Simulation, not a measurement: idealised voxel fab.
This section sets out a process module, namely voxel trench capacitor.
The width of the displayed cross-section, cut, is 140 nm; its cells are square, with a size of 5 nm.
Cross-section layout: square cells on a grid; listed as bands, top to bottom; a band spans one or more cell rows. Within each band entry, the heights of the top and of the bottom of the band appear first, in that order and in nm; the materials of the band then follow from left to right, each with its corresponding width in nm. The designation "edge to edge" on a single material indicates that it fills the band from edge to edge; the designation "air" indicates empty space. Where do heights start? At 0: under that level the wafer as delivered is made of one material only. And the lowest band has no floor; it just carries on downward, as in "from 0 down". Width "30 to 40": first value at the band's top row of cells, second value at its bottom row, equal change from row to row. Given "remains unaltered" for a step, no cell of the cross-section differs between before and after that step. Enclosed voids (no open way to top), threshold 8 cells or more, entry "Non-vented voids", notation width x height at distance, distance from left edge, nm. On each step's line, the part that comes after the settings is the simulator's own comment on the step. overlay nm: for a step with a mask, the amount by which the mask lay right of where it was planned; a negative amount means left of it.

SET OUT BELOW ARE THE PLANNED STEPS OF THE PROCESS
| 1 | RECEIVE | material Si |
| 2 | CONFORMAL_DEP | material SiN | thk nm 10 |
| 3 | DIRECTIONAL_DEP | material aC | thk nm 10 |
| 4 | PATTERN | tone open | mask id TRENCH | material resist | width nm 15 | pitch nm 35 | thk nm 25 | overlay nm 0 |
| 5 | DIRECTIONAL_ETCH | etch materials aC | depth nm 10 |
| 6 | STRIP | etch materials resist |
| 7 | DIRECTIONAL_ETCH | etch materials SiN | depth nm 10 |
| 8 | DIRECTIONAL_ETCH | etch materials Si | depth nm 25 |
| 9 | STRIP | etch materials aC |
| 10 | CONFORMAL_DEP | material SiO2 | thk nm 5 |
| 11 | FILL_DEP | material polySi | thk nm 10 |
| 12 | CMP | height nm 10 |

FIRST OF TWO WAFERS, PROCESSED ACCORDING TO PLAN

THIS IS THE CROSS-SECTION OF THE WAFER AS WE RECEIVED IT, I.E. AFTER STEP 1
  from 0 down = Si edge to edge
  Non-vented voids: none

WAFER XSEC, POST STEP 2
  from 10 to 0 = SiN edge to edge
  No changes below 0.

WAFER XSEC, POST STEP 3
  from 20 to 10 = aC edge to edge
  No changes below 10.

WAFER XSEC, POST STEP 4
  from 45 to 20 = resist=25; air=15; resist=20; air=15; resist=20; air=15; resist=30
  No changes below 20.

WAFER XSEC, POST STEP 5
  from 35 to 20 = resist=25; air=15; resist=20; air=15; resist=20; air=15; resist=30
  from 20 to 10 = aC=25; air=15; aC=20; air=15; aC=20; air=15; aC=30
  No changes below 10.

WAFER XSEC, POST STEP 6
  from 20 to 10 = aC=25; air=15; aC=20; air=15; aC=20; air=15; aC=30
  No changes below 10.

WAFER XSEC, POST STEP 7
  from 20 to 10 = aC=25; air=15; aC=20; air=15; aC=20; air=15; aC=30
  from 10 to 0 = SiN=25; air=15; SiN=20; air=15; SiN=20; air=15; SiN=30
  No changes below 0.

WAFER XSEC, POST STEP 8
  from 20 to 10 = aC=25; air=15; aC=20; air=15; aC=20; air=15; aC=30
  from 10 to 0 = SiN=25; air=15; SiN=20; air=15; SiN=20; air=15; SiN=30
  from 0 to -25 = Si=25; air=15; Si=20; air=15; Si=20; air=15; Si=30
  No changes below -25.

WAFER XSEC, POST STEP 9
  from 10 to 0 = SiN=25; air=15; SiN=20; air=15; SiN=20; air=15; SiN=30
  No changes below 0.

WAFER XSEC, POST STEP 10
  from 15 to 10 = SiO2=30; air=5; SiO2=30; air=5; SiO2=30; air=5; SiO2=35
  from 10 to 0 = SiN=25; SiO2=5; air=5; SiO2=5; SiN=20; SiO2=5; air=5; SiO2=5; SiN=20; SiO2=5; air=5; SiO2=5; SiN=30
  from 0 to -20 = Si=25; SiO2=5; air=5; SiO2=5; Si=20; SiO2=5; air=5; SiO2=5; Si=20; SiO2=5; air=5; SiO2=5; Si=30
  from -20 to -25 = Si=25; SiO2=15; Si=20; SiO2=15; Si=20; SiO2=15; Si=30
  No changes below -25.

WAFER XSEC, POST STEP 11
  from 25 to 15 = polySi edge to edge
  from 15 to 10 = SiO2=30; polySi=5; SiO2=30; polySi=5; SiO2=30; polySi=5; SiO2=35
  from 10 to 0 = SiN=25; SiO2=5; polySi=5; SiO2=5; SiN=20; SiO2=5; polySi=5; SiO2=5; SiN=20; SiO2=5; polySi=5; SiO2=5; SiN=30
  from 0 to -20 = Si=25; SiO2=5; polySi=5; SiO2=5; Si=20; SiO2=5; polySi=5; SiO2=5; Si=20; SiO2=5; polySi=5; SiO2=5; Si=30
  No changes below -20.

WAFER XSEC, POST STEP 12
  from 10 to 0 = SiN=25; SiO2=5; polySi=5; SiO2=5; SiN=20; SiO2=5; polySi=5; SiO2=5; SiN=20; SiO2=5; polySi=5; SiO2=5; SiN=30
  No changes below 0.

NOW THE OTHER WAFER: SAME START, SAME RECIPE, BUT WE MESSED UP ONE THING WHEN RUNNING IT. UP TO AND INCLUDING STEP 7 IT'S THE SAME AS THE FIRST ONE

SECOND WAFER: CROSS-SECTION AT THE SCHEDULED END OF STEP 8
  from 20 to 10 = aC=25; air=15; aC=20; air=15; aC=20; air=15; aC=30
  from 10 to 0 = SiN=25; air=15; SiN=20; air=15; SiN=20; air=15; SiN=30
  from 0 to -50 = Si=25; air=15; Si=20; air=15; Si=20; air=15; Si=30
  No changes below -50.

SECOND WAFER: CROSS-SECTION AT THE SCHEDULED END OF STEP 9
  from 10 to 0 = SiN=25; air=15; SiN=20; air=15; SiN=20; air=15; SiN=30
  No changes below 0.

SECOND WAFER: CROSS-SECTION AT THE SCHEDULED END OF STEP 10
  from 15 to 10 = SiO2=30; air=5; SiO2=30; air=5; SiO2=30; air=5; SiO2=35
  from 10 to 0 = SiN=25; SiO2=5; air=5; SiO2=5; SiN=20; SiO2=5; air=5; SiO2=5; SiN=20; SiO2=5; air=5; SiO2=5; SiN=30
  from 0 to -45 = Si=25; SiO2=5; air=5; SiO2=5; Si=20; SiO2=5; air=5; SiO2=5; Si=20; SiO2=5; air=5; SiO2=5; Si=30
  from -45 to -50 = Si=25; SiO2=15; Si=20; SiO2=15; Si=20; SiO2=15; Si=30
  No changes below -50.

SECOND WAFER: CROSS-SECTION AT THE SCHEDULED END OF STEP 11
  from 25 to 15 = polySi edge to edge
  from 15 to 10 = SiO2=30; polySi=5; SiO2=30; polySi=5; SiO2=30; polySi=5; SiO2=35
  from 10 to 0 = SiN=25; SiO2=5; polySi=5; SiO2=5; SiN=20; SiO2=5; polySi=5; SiO2=5; SiN=20; SiO2=5; polySi=5; SiO2=5; SiN=30
  from 0 to -45 = Si=25; SiO2=5; polySi=5; SiO2=5; Si=20; SiO2=5; polySi=5; SiO2=5; Si=20; SiO2=5; polySi=5; SiO2=5; Si=30
  No changes below -45.

SECOND WAFER: CROSS-SECTION AT THE SCHEDULED END OF STEP 12
  from 10 to 0 = SiN=25; SiO2=5; polySi=5; SiO2=5; SiN=20; SiO2=5; polySi=5; SiO2=5; SiN=20; SiO2=5; polySi=5; SiO2=5; SiN=30
  No changes below 0.
Deviation noted in wafer processing: yeah, plan step 8 got run twice
Counted in cells at the end, the second wafer holds more or fewer of these materials than the first: 45 fewer of Si | 30 more of SiO2 | 15 more of polySi
